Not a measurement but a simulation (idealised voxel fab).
Title: Process Module voxel gate over fins
Cross-section cut: width 195 nm, square cells of 5 nm.
Heads up, the way a cross-section reads in here is a grid of square cells, handed over as bands from the top down, with every band being one or more rows of cells.
First you get the band's top height and its bottom height, in nm, and then the materials it's made of, left to right, with each width in nm. If you see a single material with "all across", that one covers the band edge to edge. "air" is empty space.
Below 0: as-received wafer, all one material; heights counted from there. Lowest band: no bottom, goes on down, written "0 -> down".
Top row gets the first number, bottom row gets the second, and each row in between changes by the same step: that is how a band width like "30->40" works.
Where a step carries "all unchanged", the cross-section came out of it unchanged, cell for cell.
Voids not open to the top, 8 cells minimum: see "Enclosed internal voids". Written width x height at distance; distance is from the left edge; nm.
That trailing text on a step's line, after the settings, is the simulator's own remark on the step.
"overlay nm" answers the question of how far to the right of plan the mask lay on a step that has a mask, and when it is negative the answer is to the left.
THIS SECTION LISTS THE PROCESS STEPS THAT WERE PLANNED
- 1: op RECEIVE | material Si
- 2: op CONFORMAL_DEP | material SiN | thk nm 5
- 3: op PATTERN | tone cover | mask id FINS | material resist | width nm 15 | pitch nm 60 | thk nm 15 | overlay nm 0
- 4: op DIRECTIONAL_ETCH | etch materials SiN | depth nm 5
- 5: op DIRECTIONAL_ETCH | etch materials Si | depth nm 40
- 6: op STRIP | etch materials resist
- 7: op FILL_DEP | material SiO2 | thk nm 15
- 8: op CMP | height nm 5
- 9: op PATTERN | tone open | mask id RAIL | material resist | width nm 15 | thk nm 15 | overlay nm 0
- 10: op DIRECTIONAL_ETCH | etch materials SiO2 | depth nm 40
- 11: op STRIP | etch materials resist
- 12: op CONFORMAL_DEP | material TiN | thk nm 5
- 13: op FILL_DEP | material W | thk nm 5
- 14: op CMP | height nm 5
- 15: op SELECTIVE_ETCH | etch materials W Ru TiN | depth nm 25
- 16: op FILL_DEP | material SiO2 | thk nm 5
- 17: op CMP | height nm 5
- 18: op SELECTIVE_ETCH | etch materials SiO2 | depth nm 20
- 19: op STRIP | etch materials SiN
- 20: op CONFORMAL_DEP | material HfO2 | thk nm 5
- 21: op CONFORMAL_DEP | material TiN | thk nm 5
- 22: op CONFORMAL_DEP | material TiAl | thk nm 5
- 23: op CONFORMAL_DEP | material TiN | thk nm 5
- 24: op FILL_DEP | material W | thk nm 10
- 25: op CMP | height nm 25
- 26: op CONFORMAL_DEP | material SiCN | thk nm 5
CROSS-SECTION OF THE INCOMING WAFER, STATE AFTER STEP 1
- 0 -> down | Si all across
- Enclosed internal voids: none
BELOW IS THE WAFER IN CROSS-SECTION AFTER THE MODULE WAS COMPLETED. IT BEGAN FROM THE STARTING POINT SHOWN ABOVE AND FOLLOWED THE PLAN SHOWN ABOVE, EXCEPT THAT ONE MISTAKE WAS MADE WHILE RUNNING IT
- 30 -> 25 | SiCN all across
- 25 -> 20 | W all across
- 20 -> 15 | W (10) / TiN (55) / W (5) / TiN (55) / W (5) / TiN (55) / W (10)
- 15 -> 10 | W (10) / TiN (5) / TiAl (45) / TiN (5) / W (5) / TiN (5) / TiAl (45) / TiN (5) / W (5) / TiN (5) / TiAl (45) / TiN (5) / W (10)
- 10 -> 5 | W (10) / TiN (5) / TiAl (5) / TiN (35) / TiAl (5) / TiN (5) / W (5) / TiN (5) / TiAl (5) / TiN (35) / TiAl (5) / TiN (5) / W (5) / TiN (5) / TiAl (5) / TiN (35) / TiAl (5) / TiN (5) / W (10)
- 5 -> 0 | TiN (15) / TiAl (5) / TiN (5) / HfO2 (25) / TiN (5) / TiAl (5) / TiN (15) / TiAl (5) / TiN (5) / HfO2 (25) / TiN (5) / TiAl (5) / TiN (15) / TiAl (5) / TiN (5) / HfO2 (25) / TiN (5) / TiAl (5) / TiN (15)
- 0 -> -5 | TiAl (20) / TiN (5) / HfO2 (5) / Si (15) / HfO2 (5) / TiN (5) / TiAl (25) / TiN (5) / HfO2 (5) / Si (15) / HfO2 (5) / TiN (5) / TiAl (25) / TiN (5) / HfO2 (5) / Si (15) / HfO2 (5) / TiN (5) / TiAl (20)
- -5 -> -10 | TiN (25) / HfO2 (5) / Si (15) / HfO2 (5) / TiN (35) / HfO2 (5) / Si (15) / HfO2 (5) / TiN (35) / HfO2 (5) / Si (15) / HfO2 (5) / TiN (25)
- -10 -> -15 | HfO2 (30) / Si (15) / HfO2 (45) / Si (15) / HfO2 (45) / Si (15) / HfO2 (30)
- -15 -> -20 | SiO2 (30) / Si (15) / SiO2 (45) / Si (15) / SiO2 (45) / Si (15) / SiO2 (30)
- -20 -> -30 | SiO2 (30) / Si (15) / SiO2 (20) / TiN (5) / W (5) / TiN (5) / SiO2 (10) / Si (15) / SiO2 (45) / Si (15) / SiO2 (30)
- -30 -> -35 | SiO2 (30) / Si (15) / SiO2 (20) / TiN (15) / SiO2 (10) / Si (15) / SiO2 (45) / Si (15) / SiO2 (30)
- -35 -> -40 | SiO2 (30) / Si (15) / SiO2 (45) / Si (15) / SiO2 (45) / Si (15) / SiO2 (30)
- -40 -> down | Si all across
- Enclosed internal voids: none
In executing the process, a mistake was made relative to the plan: step 9 did not happen as planned, as run it was op PATTERN | tone open | mask id RAIL | material resist | width nm 15 | thk nm 15 | overlay nm 5
